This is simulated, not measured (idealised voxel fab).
The process module presented herein is designated voxel self aligned vias.
cross-section cut | 245 nm wide | cells 5 nm
Just so we're on the same page, the cross-sections are grids of square cells, and they're listed out in bands top to bottom, each band one or more rows deep. For a band, the entry starts with two heights in nm, that of the top and then that of the bottom, and carries on with the band's materials in order from left to right, each alongside its width in nm; the word "throughout" beside a single material means it fills the band edge to edge, and "empty" means empty space. Heights are expressed relative to 0, this being the level below which the as-received wafer comprises one material exclusively. The lowest band is unbounded in the downward direction and is denoted as in "0..down". Think of "30..40" as a width that walks from the first number to the second as you go down the band, top row to bottom row, taking equal-sized steps from row to row. Key: "nothing was modified" - step with no changed cell in the cross-section. Closed-off voids of 8+ cells (no open route to the top) go in "Encapsulated voids", written width x height at distance from the left edge, in nm. Post-settings text on a step line: simulator's own remark regarding the step. overlay nm: step with mask; distance mask lay right of planned place; negative value = left of planned place.

## Process steps - plan
1,RECEIVE (material Si)
2,CONFORMAL_DEP (material SiO2; thk nm 15)
3,CONFORMAL_DEP (material SiCN; thk nm 5)
4,DIRECTIONAL_DEP (material SiO2; thk nm 20)
5,MASKED_ETCH (tone open; mask id LINES; width nm 25; pitch nm 60; etch materials SiO2; depth nm 20; overlay nm 0)
6,CONFORMAL_DEP (material TiN; thk nm 5)
7,FILL_DEP (material W; thk nm 10)
8,CMP (height nm 40)
9,SELECTIVE_ETCH (etch materials W Ru TiN; depth nm 10)
10,FILL_DEP (material SiN; thk nm 5)
11,CMP (height nm 40)
12,DIRECTIONAL_DEP (material SiO2; thk nm 15)
13,MASKED_ETCH (tone open; mask id VIAS; width nm 45; pitch nm 60; etch materials SiO2; depth nm 15; overlay nm 0)
14,MASKED_ETCH (tone open; mask id VIAS; width nm 45; pitch nm 60; etch materials SiN; depth nm 10; overlay nm 0)
15,CONFORMAL_DEP (material TiN; thk nm 5)
16,FILL_DEP (material Cu; thk nm 10)
17,CMP (height nm 55)
18,CONFORMAL_DEP (material SiCN; thk nm 5)

## Incoming wafer in cross-section (state: after step 1)
	0..down | Si throughout
	Encapsulated voids: none

## Wafer cross-section at end of module: start and plan as shown above, one execution error
	60..55 | SiCN throughout
	55..40 | SiO2 70 | TiN 5 | Cu 35 | TiN 5 | SiO2 15 | TiN 5 | Cu 35 | TiN 5 | SiO2 70
	40..35 | SiN 70 | TiN 15 | Cu 15 | TiN 15 | SiN 15 | TiN 15 | Cu 15 | TiN 15 | SiN 70
	35..30 | SiO2 80 | TiN 25 | SiO2 35 | TiN 25 | SiO2 80
	30..20 | SiO2 80 | TiN 5 | W 15 | TiN 5 | SiO2 35 | TiN 5 | W 15 | TiN 5 | SiO2 80
	20..15 | SiO2 80 | TiN 25 | SiO2 35 | TiN 25 | SiO2 80
	15..10 | SiCN throughout
	10..0 | SiO2 throughout
	0..down | Si throughout
	Encapsulated voids: none
In executing the process, a mistake was made relative to the plan: planned and actual differ for step 2; actual: CONFORMAL_DEP (material SiO2; thk nm 10)
